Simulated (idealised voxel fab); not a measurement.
process module | voxel self aligned vias
cross-section cut | 275 nm wide | cells 5 nm
A cross-section is a grid of square cells, given in bands from the top down. A band is one or more rows of cells.
Each band's line starts with the height of the band's top and of its bottom, in nm. Then come its materials from left to right, each with its width in nm. One material with "throughout" fills the band from edge to edge. "air" is empty space.
Height 0 is the level under which the wafer as received is all one material. The lowest band goes on downwards, as in "0 down".
A width such as "30 to 40" changes by the same amount from each row of cells to the next, from the band's top row to its bottom row.
"no change" after a step means that no cell of the cross-section changed.
closed voids: empty space of 8 cells or more with no open way to the top, each as width x height at its distance from the left edge, in nm
after a step's settings: what the simulator itself notes on the step
overlay nm, on a step with a mask: how far to the right of its planned place the mask lay; to the left if negative
plan
1 op RECEIVE | material Si
2 op CONFORMAL_DEP | material SiO2 | thk nm 15
3 op CONFORMAL_DEP | material SiCN | thk nm 5
4 op DIRECTIONAL_DEP | material SiO2 | thk nm 20
5 op PATTERN | tone open | mask id LINES | material resist | width nm 20 | pitch nm 55 | thk nm 15 | overlay nm 0
6 op DIRECTIONAL_ETCH | etch materials SiO2 | depth nm 20
7 op STRIP | etch materials resist
8 op CONFORMAL_DEP | material TiN | thk nm 5
9 op FILL_DEP | material Ru | thk nm 5
10 op CMP | height nm 40
11 op SELECTIVE_ETCH | etch materials W Ru TiN | depth nm 10
12 op FILL_DEP | material SiN | thk nm 5
13 op CMP | height nm 40
14 op DIRECTIONAL_DEP | material SiO2 | thk nm 15
15 op MASKED_ETCH | tone open | mask id VIAS | width nm 30 | pitch nm 55 | etch materials SiO2 | depth nm 15 | overlay nm 0
16 op MASKED_ETCH | tone open | mask id VIAS | width nm 30 | pitch nm 55 | etch materials SiN | depth nm 10 | overlay nm 0
17 op CONFORMAL_DEP | material TiN | thk nm 5
18 op FILL_DEP | material W | thk nm 5
19 op CMP | height nm 55
20 op CONFORMAL_DEP | material SiCN | thk nm 5
first wafer, as planned
as received, after step 1
  0 down: Si throughout
  closed voids: none
after step 2
  15 to 0: SiO2 throughout
  below 0: unchanged
after step 3
  20 to 15: SiCN throughout
  below 15: unchanged
after step 4
  40 to 20: SiO2 throughout
  below 20: unchanged
after step 5
  55 to 40: resist 70 | air 20 | resist 35 | air 20 | resist 35 | air 20 | resist 75
  below 40: unchanged
after step 6
  55 to 40: resist 70 | air 20 | resist 35 | air 20 | resist 35 | air 20 | resist 75
  40 to 20: SiO2 70 | air 20 | SiO2 35 | air 20 | SiO2 35 | air 20 | SiO2 75
  below 20: unchanged
after step 7
  40 to 20: SiO2 70 | air 20 | SiO2 35 | air 20 | SiO2 35 | air 20 | SiO2 75
  below 20: unchanged
after step 8
  45 to 40: TiN 75 | air 10 | TiN 45 | air 10 | TiN 45 | air 10 | TiN 80
  40 to 25: SiO2 70 | TiN 5 | air 10 | TiN 5 | SiO2 35 | TiN 5 | air 10 | TiN 5 | SiO2 35 | TiN 5 | air 10 | TiN 5 | SiO2 75
  25 to 20: SiO2 70 | TiN 20 | SiO2 35 | TiN 20 | SiO2 35 | TiN 20 | SiO2 75
  below 20: unchanged
after step 9
  50 to 45: Ru throughout
  45 to 40: TiN 75 | Ru 10 | TiN 45 | Ru 10 | TiN 45 | Ru 10 | TiN 80
  40 to 25: SiO2 70 | TiN 5 | Ru 10 | TiN 5 | SiO2 35 | TiN 5 | Ru 10 | TiN 5 | SiO2 35 | TiN 5 | Ru 10 | TiN 5 | SiO2 75
  below 25: unchanged
after step 10
  40 to 25: SiO2 70 | TiN 5 | Ru 10 | TiN 5 | SiO2 35 | TiN 5 | Ru 10 | TiN 5 | SiO2 35 | TiN 5 | Ru 10 | TiN 5 | SiO2 75
  below 25: unchanged
after step 11
  40 to 30: SiO2 70 | air 20 | SiO2 35 | air 20 | SiO2 35 | air 20 | SiO2 75
  below 30: unchanged
after step 12
  45 to 40: SiN throughout
  40 to 30: SiO2 70 | SiN 20 | SiO2 35 | SiN 20 | SiO2 35 | SiN 20 | SiO2 75
  below 30: unchanged
after step 13
  40 to 30: SiO2 70 | SiN 20 | SiO2 35 | SiN 20 | SiO2 35 | SiN 20 | SiO2 75
  below 30: unchanged
after step 14
  55 to 40: SiO2 throughout
  below 40: unchanged
after step 15
  55 to 40: SiO2 65 | air 30 | SiO2 25 | air 30 | SiO2 25 | air 30 | SiO2 70
  below 40: unchanged
after step 16
  55 to 40: SiO2 65 | air 30 | SiO2 25 | air 30 | SiO2 25 | air 30 | SiO2 70
  40 to 30: SiO2 70 | air 20 | SiO2 35 | air 20 | SiO2 35 | air 20 | SiO2 75
  below 30: unchanged
after step 17
  60 to 55: TiN 70 | air 20 | TiN 35 | air 20 | TiN 35 | air 20 | TiN 75
  55 to 45: SiO2 65 | TiN 5 | air 20 | TiN 5 | SiO2 25 | TiN 5 | air 20 | TiN 5 | SiO2 25 | TiN 5 | air 20 | TiN 5 | SiO2 70
  45 to 35: SiO2 65 to 70 | TiN 10 to 5 | air 10 | TiN 10 to 5 | SiO2 25 to 35 | TiN 10 to 5 | air 10 | TiN 10 to 5 | SiO2 25 to 35 | TiN 10 to 5 | air 10 | TiN 10 to 5 | SiO2 70 to 75
  35 to 30: SiO2 70 | TiN 20 | SiO2 35 | TiN 20 | SiO2 35 | TiN 20 | SiO2 75
  below 30: unchanged
after step 18
  65 to 60: W throughout
  60 to 55: TiN 70 | W 20 | TiN 35 | W 20 | TiN 35 | W 20 | TiN 75
  55 to 45: SiO2 65 | TiN 5 | W 20 | TiN 5 | SiO2 25 | TiN 5 | W 20 | TiN 5 | SiO2 25 | TiN 5 | W 20 | TiN 5 | SiO2 70
  45 to 35: SiO2 65 to 70 | TiN 10 to 5 | W 10 | TiN 10 to 5 | SiO2 25 to 35 | TiN 10 to 5 | W 10 | TiN 10 to 5 | SiO2 25 to 35 | TiN 10 to 5 | W 10 | TiN 10 to 5 | SiO2 70 to 75
  below 35: unchanged
after step 19
  55 to 45: SiO2 65 | TiN 5 | W 20 | TiN 5 | SiO2 25 | TiN 5 | W 20 | TiN 5 | SiO2 25 | TiN 5 | W 20 | TiN 5 | SiO2 70
  below 45: unchanged
after step 20
  60 to 55: SiCN throughout
  below 55: unchanged
second wafer: like start, like plan, one mistake. Through step 2 it matches the first wafer
when step 3 should have ended: no change
when step 4 should have ended
  35 to 0: SiO2 throughout
  below 0: unchanged
when step 5 should have ended
  50 to 35: resist 70 | air 20 | resist 35 | air 20 | resist 35 | air 20 | resist 75
  below 35: unchanged
when step 6 should have ended
  50 to 35: resist 70 | air 20 | resist 35 | air 20 | resist 35 | air 20 | resist 75
  35 to 15: SiO2 70 | air 20 | SiO2 35 | air 20 | SiO2 35 | air 20 | SiO2 75
  below 15: unchanged
when step 7 should have ended
  35 to 15: SiO2 70 | air 20 | SiO2 35 | air 20 | SiO2 35 | air 20 | SiO2 75
  below 15: unchanged
when step 8 should have ended
  40 to 35: TiN 75 | air 10 | TiN 45 | air 10 | TiN 45 | air 10 | TiN 80
  35 to 20: SiO2 70 | TiN 5 | air 10 | TiN 5 | SiO2 35 | TiN 5 | air 10 | TiN 5 | SiO2 35 | TiN 5 | air 10 | TiN 5 | SiO2 75
  20 to 15: SiO2 70 | TiN 20 | SiO2 35 | TiN 20 | SiO2 35 | TiN 20 | SiO2 75
  below 15: unchanged
when step 9 should have ended
  45 to 40: Ru throughout
  40 to 35: TiN 75 | Ru 10 | TiN 45 | Ru 10 | TiN 45 | Ru 10 | TiN 80
  35 to 20: SiO2 70 | TiN 5 | Ru 10 | TiN 5 | SiO2 35 | TiN 5 | Ru 10 | TiN 5 | SiO2 35 | TiN 5 | Ru 10 | TiN 5 | SiO2 75
  below 20: unchanged
when step 10 should have ended
  40 to 35: TiN 75 | Ru 10 | TiN 45 | Ru 10 | TiN 45 | Ru 10 | TiN 80
  below 35: unchanged
when step 11 should have ended
  35 to 30: SiO2 70 | air 20 | SiO2 35 | air 20 | SiO2 35 | air 20 | SiO2 75
  below 30: unchanged
when step 12 should have ended
  40 to 35: SiN throughout
  35 to 30: SiO2 70 | SiN 20 | SiO2 35 | SiN 20 | SiO2 35 | SiN 20 | SiO2 75
  below 30: unchanged
when step 13 should have ended: no change
when step 14 should have ended
  55 to 40: SiO2 throughout
  below 40: unchanged
when step 15 should have ended
  55 to 40: SiO2 65 | air 30 | SiO2 25 | air 30 | SiO2 25 | air 30 | SiO2 70
  below 40: unchanged
when step 16 should have ended
  55 to 40: SiO2 65 | air 30 | SiO2 25 | air 30 | SiO2 25 | air 30 | SiO2 70
  40 to 35: SiN 65 | air 30 | SiN 25 | air 30 | SiN 25 | air 30 | SiN 70
  35 to 30: SiO2 70 | air 20 | SiO2 35 | air 20 | SiO2 35 | air 20 | SiO2 75
  below 30: unchanged
when step 17 should have ended
  60 to 55: TiN 70 | air 20 | TiN 35 | air 20 | TiN 35 | air 20 | TiN 75
  55 to 40: SiO2 65 | TiN 5 | air 20 | TiN 5 | SiO2 25 | TiN 5 | air 20 | TiN 5 | SiO2 25 | TiN 5 | air 20 | TiN 5 | SiO2 70
  40 to 35: SiN 65 | TiN 10 | air 10 | TiN 10 | SiN 25 | TiN 10 | air 10 | TiN 10 | SiN 25 | TiN 10 | air 10 | TiN 10 | SiN 70
  35 to 30: SiO2 70 | TiN 20 | SiO2 35 | TiN 20 | SiO2 35 | TiN 20 | SiO2 75
  below 30: unchanged
when step 18 should have ended
  65 to 60: W throughout
  60 to 55: TiN 70 | W 20 | TiN 35 | W 20 | TiN 35 | W 20 | TiN 75
  55 to 40: SiO2 65 | TiN 5 | W 20 | TiN 5 | SiO2 25 | TiN 5 | W 20 | TiN 5 | SiO2 25 | TiN 5 | W 20 | TiN 5 | SiO2 70
  40 to 35: SiN 65 | TiN 10 | W 10 | TiN 10 | SiN 25 | TiN 10 | W 10 | TiN 10 | SiN 25 | TiN 10 | W 10 | TiN 10 | SiN 70
  below 35: unchanged
when step 19 should have ended
  55 to 40: SiO2 65 | TiN 5 | W 20 | TiN 5 | SiO2 25 | TiN 5 | W 20 | TiN 5 | SiO2 25 | TiN 5 | W 20 | TiN 5 | SiO2 70
  below 40: unchanged
when step 20 should have ended
  60 to 55: SiCN throughout
  below 55: unchanged
what went wrong: step 3 was left out
at the end the second wafer has, in cells: 6 more of Ru | 55 fewer of SiCN | 37 more of SiN | 6 more of TiN | 6 more of W
